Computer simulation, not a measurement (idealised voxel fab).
Name of the process module below: voxel air gaps
Cross-section cut spans 215 nm and uses square cells 5 nm in size.
When this document writes out a cross-section, it uses a grid of square cells and lists it as bands, beginning at the top and moving down, with a band standing for one or more rows of cells.
What a band's entry tells you: where the top is and where the bottom is, as heights in nm, and after that what lies inside, material by material from left to right, each with its width in nm. Empty space is written as the word "air", and a single material marked with the word "all across" occupies the band from edge to edge.
Heads up on the height convention: 0 is the point under which the incoming wafer is all one material, and the lowest band has no bottom, it just keeps going down, like "0 -> down".
Read "30 to 40" as a graded width: first number on top, second number at the bottom, same change between each pair of neighbouring rows.
Where a step carries "same as before", the cross-section came out of it unchanged, cell for cell.
In the "Cavities, closed" entry, you get each enclosed empty space of 8 cells or more, one with no open way to the top, written width x height at distance, distance from the left edge, in nm.
Formally, on a step line, whatever follows the settings is a remark that the simulator itself makes on the step.
The line of a step may include "overlay nm". On a step with a mask, this value is how far to the right of its planned place the mask lay. A negative value means the mask lay to the left.
-- The planned process steps are enumerated hereunder
1) RECEIVE [material Si]
2) CONFORMAL_DEP [material SiO2] [thk nm 10]
3) CONFORMAL_DEP [material SiN] [thk nm 5]
4) DIRECTIONAL_DEP [material lowk] [thk nm 35]
5) DIRECTIONAL_DEP [material aC] [thk nm 15]
6) PATTERN [tone open] [mask id LINES] [material resist] [width nm 15] [pitch nm 45] [thk nm 35] [overlay nm 0]
7) DIRECTIONAL_ETCH [etch materials aC] [depth nm 15]
8) STRIP [etch materials resist]
9) DIRECTIONAL_ETCH [etch materials lowk] [depth nm 35]
10) STRIP [etch materials aC]
11) CONFORMAL_DEP [material TiN] [thk nm 5]
12) FILL_DEP [material Ru] [thk nm 10]
13) CMP [height nm 50]
14) EPI [material Ru] [thk nm 10]
15) SELECTIVE_ETCH [etch materials lowk] [depth nm 45]
16) CONFORMAL_DEP [material SiN] [thk nm 5]
-- As received (post step 1): cross-section
  0 -> down = Si all across
  Cavities, closed: none
-- Cross-sectional image of the first of two wafers at the end of the module, the run having proceeded as planned
  65 -> 60 = air: 40 / SiN: 135 / air: 40
  60 -> 50 = air: 40 / SiN: 5 / Ru: 35 / SiN: 10 / Ru: 35 / SiN: 10 / Ru: 35 / SiN: 5 / air: 40
  50 -> 45 = air: 40 / SiN: 15 / TiN: 5 / Ru: 5 / TiN: 5 / SiN: 30 / TiN: 5 / Ru: 5 / TiN: 5 / SiN: 30 / TiN: 5 / Ru: 5 / TiN: 5 / SiN: 15 / air: 40
  45 -> 20 = air: 50 / SiN: 5 / TiN: 5 / Ru: 5 / TiN: 5 / SiN: 5 / air: 20 / SiN: 5 / TiN: 5 / Ru: 5 / TiN: 5 / SiN: 5 / air: 20 / SiN: 5 / TiN: 5 / Ru: 5 / TiN: 5 / SiN: 5 / air: 50
  20 -> 15 = SiN: 55 / TiN: 15 / SiN: 30 / TiN: 15 / SiN: 30 / TiN: 15 / SiN: 55
  15 -> 10 = SiN all across
  10 -> 0 = SiO2 all across
  0 -> down = Si all across
  Cavities, closed: 20 x 25 at 75; 20 x 25 at 120
-- Module end: cross-section of wafer two of two. Same start and process plan as the first wafer. One mistake during execution
  65 -> 60 = air: 40 / SiN: 135 / air: 40
  60 -> 50 = air: 40 / SiN: 5 / Ru: 35 / SiN: 10 / Ru: 35 / SiN: 10 / Ru: 35 / SiN: 5 / air: 40
  50 -> 45 = air: 40 / SiN: 15 / TiN: 5 / Ru: 5 / TiN: 5 / SiN: 30 / TiN: 5 / Ru: 5 / TiN: 5 / SiN: 30 / TiN: 5 / Ru: 5 / TiN: 5 / SiN: 15 / air: 40
  45 -> 25 = air: 50 / SiN: 5 / TiN: 5 / Ru: 5 / TiN: 5 / SiN: 5 / air: 20 / SiN: 5 / TiN: 5 / Ru: 5 / TiN: 5 / SiN: 5 / air: 20 / SiN: 5 / TiN: 5 / Ru: 5 / TiN: 5 / SiN: 5 / air: 50
  25 -> 20 = SiN: 55 / TiN: 15 / SiN: 30 / TiN: 15 / SiN: 30 / TiN: 15 / SiN: 55
  20 -> 15 = SiN all across
  15 -> 0 = SiO2 all across
  0 -> down = Si all across
  Cavities, closed: 20 x 20 at 75; 20 x 20 at 120
Plan not followed: step 2 ran as: CONFORMAL_DEP [material SiO2] [thk nm 15]
Cell-count delta at end, second wafer over first, by material: -3 Ru; -6 SiN; +43 SiO2; -6 TiN
